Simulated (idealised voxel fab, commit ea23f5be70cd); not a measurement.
Title: Process Module voxel double patterning
Cross-sectional view cut (width: 190 nm; square cell size: 5 nm).
The cross-sections in this document take the form of a grid made of square cells. They are written out as bands, in order from top to bottom. Each band consists of one or more rows of cells. Heights first: top, then bottom, in nm. Then materials, left to right, each with a width in nm. "everywhere" on a single material: fills the band edge to edge. "empty": empty space. The level at which height equals 0 is the one under which the wafer, as it arrives, is entirely one material. No lower edge exists for the bottom band, which continues downward and is notated as in "0 down". It should be noted that a width expressed as "30 to 40" varies in equal increments from row to row of cells within the band, taking the value of the first number at the top row and that of the second number at the bottom row. "nothing got changed" for a step: no cell of the cross-section changed in that step. The label "Enclosed void entries" introduces a list of the empty spaces, 8 cells or larger, that have no open way up to the top; each entry in it reads width x height at distance, where the distance is taken from the left edge and all three are stated in nm. Past the settings on a step's line: simulator remark, on that step. "overlay nm", when on a step's line for a step with a mask, measures how far to the right of its planned place the mask lay; a negative measure means to the left.
**Below is the list of planned process steps**
1) RECEIVE,material Si
2) CONFORMAL_DEP,material SiO2,thk nm 5
3) DIRECTIONAL_DEP,material W,thk nm 15
4) DIRECTIONAL_DEP,material SiN,thk nm 10
5) MASKED_ETCH,tone open,mask id FIRST,width nm 15,pitch nm 50,etch materials SiN,depth nm 10,overlay nm 0
6) PATTERN,tone open,mask id SECOND,material resist,width nm 15,thk nm 20,overlay nm 0
7) DIRECTIONAL_ETCH,etch materials SiN,depth nm 10
8) STRIP,etch materials resist
9) DIRECTIONAL_ETCH,etch materials W,depth nm 15
10) STRIP,etch materials SiN
**As received (post step 1): cross-section**
> 0 down | Si everywhere
> Enclosed void entries: none
**Module complete - cross-section of the first of two wafers, run according to plan**
> 20 to 5 | 60 of W / 15 of empty / 10 of W / 15 of empty / 10 of W / 15 of empty / 65 of W
> 5 to 0 | SiO2 everywhere
> 0 down | Si everywhere
> Enclosed void entries: none
**End of module, second wafer, cross-section. Started like the first, planned like the first, run with one mistake**
> 15 to 5 | W everywhere
> 5 to 0 | SiO2 everywhere
> 0 down | Si everywhere
> Enclosed void entries: none
It is concluded that the wafer was processed incorrectly with respect to the plan, in that the process deviated at step 4: the operation and settings actually run there were DIRECTIONAL_DEP,material W,thk nm 10
It is noted that, at the conclusion of processing, the second wafer exhibits a higher or lower cell count for certain materials relative to the first: W -11
